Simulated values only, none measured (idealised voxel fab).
Proc. module: voxel capacitor over wiring
Square cell edge 5 nm, section width 240 nm, ID cut.
Cross-section = grid of square cells, listed top down in bands; band = one or more rows.
Heads up on the band format: heights come first, top then bottom, in nm. After that it's the materials left to right, each with its width in nm. A single material flagged "full width" fills the whole band edge to edge, and "empty" means there's empty space there.
Height 0 is the level under which the wafer as received is all one material. The lowest band goes on downwards, as in "z 0 and below".
The two numbers in a width such as "30 to 40" mark its ends across the band: the first belongs to the top row of cells, the second to the bottom row, and from each row to the next the width moves by the same amount.
"no alterations made", as given for a step, is the statement that not any cell of the cross-section underwent a change during that step.
Enclosed voids (no open way to top), threshold 8 cells or more, entry "Fully closed voids", notation width x height at distance, distance from left edge, nm.
Heads up: the bit after the settings on a step's line is the simulator's remark on that step.
A step's line can hold "overlay nm"; with a mask on that step, the setting says how far right of the planned place the mask lay, while a negative setting says it lay to the left.

The steps planned for the process are as follows:
1 RECEIVE,material Si
2 CONFORMAL_DEP,material SiO2,thk nm 10
3 CONFORMAL_DEP,material SiCN,thk nm 5
4 DIRECTIONAL_DEP,material SiO2,thk nm 20
5 DIRECTIONAL_DEP,material aC,thk nm 15
6 PATTERN,tone open,mask id METAL_1,material resist,width nm 30,pitch nm 90,thk nm 30,overlay nm 0
7 DIRECTIONAL_ETCH,etch materials aC,depth nm 15
8 STRIP,etch materials resist
9 DIRECTIONAL_ETCH,etch materials SiO2,depth nm 20
10 DIRECTIONAL_ETCH,etch materials SiCN,depth nm 5
11 STRIP,etch materials aC
12 CONFORMAL_DEP,material TiN,thk nm 5
13 FILL_DEP,material Cu,thk nm 10
14 CMP,height nm 35
15 CONFORMAL_DEP,material SiCN,thk nm 5
16 DIRECTIONAL_DEP,material lowk,thk nm 20
17 DIRECTIONAL_DEP,material aC,thk nm 10
18 PATTERN,tone open,mask id PLUG_1,material resist,width nm 15,thk nm 30,overlay nm 0
19 DIRECTIONAL_ETCH,etch materials aC,depth nm 10
20 STRIP,etch materials resist
21 DIRECTIONAL_ETCH,etch materials lowk,depth nm 20
22 DIRECTIONAL_ETCH,etch materials SiCN,depth nm 5
23 STRIP,etch materials aC
24 EPI,material Ru,thk nm 10
25 EPI,material Ru,thk nm 10
26 EPI,material Ru,thk nm 5
27 DIRECTIONAL_DEP,material TiN,thk nm 10
28 DIRECTIONAL_DEP,material HfO2,thk nm 5
29 DIRECTIONAL_DEP,material TiN,thk nm 10
30 PATTERN,tone cover,mask id UPPER_PLATE,material resist,width nm 65,thk nm 20,overlay nm 0
31 DIRECTIONAL_ETCH,etch materials TiN,depth nm 10
32 DIRECTIONAL_ETCH,etch materials HfO2,depth nm 5
33 STRIP,etch materials resist
34 DIRECTIONAL_DEP,material aC,thk nm 10
35 PATTERN,tone cover,mask id LOWER_PLATE,material resist,width nm 75,thk nm 25,overlay nm 0
36 DIRECTIONAL_ETCH,etch materials aC,depth nm 10
37 STRIP,etch materials resist
38 DIRECTIONAL_ETCH,etch materials TiN,depth nm 10
39 STRIP,etch materials aC
40 FILL_DEP,material SiO2,thk nm 20
41 CMP,height nm 100
42 DIRECTIONAL_DEP,material aC,thk nm 10
43 PATTERN,tone open,mask id PLUG_2,material resist,width nm 15,thk nm 25,overlay nm 0
44 DIRECTIONAL_ETCH,etch materials aC,depth nm 10
45 STRIP,etch materials resist
46 DIRECTIONAL_ETCH,etch materials SiO2,depth nm 15
47 STRIP,etch materials aC
48 CONFORMAL_DEP,material TiN,thk nm 5
49 FILL_DEP,material Cu,thk nm 5
50 CMP,height nm 100
51 CONFORMAL_DEP,material SiCN,thk nm 5

Cross-section of the wafer at receipt, which is the condition after step 1:
* z 0 and below | Si full width
* Fully closed voids: none

First of two wafers at the end of the module, shown in cross-section; run carried out as planned:
* z 105 to 100 | SiCN full width
* z 100 to 90 | SiO2=85, TiN=5, Cu=5, TiN=5, SiO2=140
* z 90 to 85 | SiO2=85, TiN=15, SiO2=140
* z 85 to 75 | SiO2=75, TiN=65, SiO2=100
* z 75 to 70 | SiO2=75, HfO2=65, SiO2=100
* z 70 to 60 | SiO2=70, TiN=75, SiO2=95
* z 60 to 40 | lowk=75, Ru=15, lowk=150
* z 40 to 35 | SiCN=75, Ru=15, SiCN=150
* z 35 to 15 | SiO2=60, TiN=5, Cu=20, TiN=5, SiO2=60, TiN=5, Cu=20, TiN=5, SiO2=60
* z 15 to 10 | SiCN=60, TiN=30, SiCN=60, TiN=30, SiCN=60
* z 10 to 0 | SiO2 full width
* z 0 and below | Si full width
* Fully closed voids: none

End-of-module cross-section of the second wafer: identical starting point and process plan to the first, with one processing mistake:
* z 105 to 100 | SiCN full width
* z 100 to 95 | SiO2=85, TiN=15, SiO2=140
* z 95 to 85 | SiO2=75, TiN=65, SiO2=100
* z 85 to 80 | SiO2=75, HfO2=65, SiO2=100
* z 80 to 70 | SiO2=70, TiN=75, SiO2=95
* z 70 to 60 | HfO2 full width
* z 60 to 40 | lowk full width
* z 40 to 35 | SiCN full width
* z 35 to 15 | SiO2=60, TiN=5, Cu=20, TiN=5, SiO2=60, TiN=5, Cu=20, TiN=5, SiO2=60
* z 15 to 10 | SiCN=60, TiN=30, SiCN=60, TiN=30, SiCN=60
* z 10 to 0 | SiO2 full width
* z 0 and below | Si full width
* Fully closed voids: none
Which mistake was made when the wafer was run? step 17 did not use the planned setting and instead ran as DIRECTIONAL_DEP,material HfO2,thk nm 10
Heads up, by the end the second wafer has more or fewer cells of some materials compared to the first: -2 Cu, +96 HfO2, -15 Ru, +3 SiCN, -90 SiO2, -4 TiN, +12 lowk
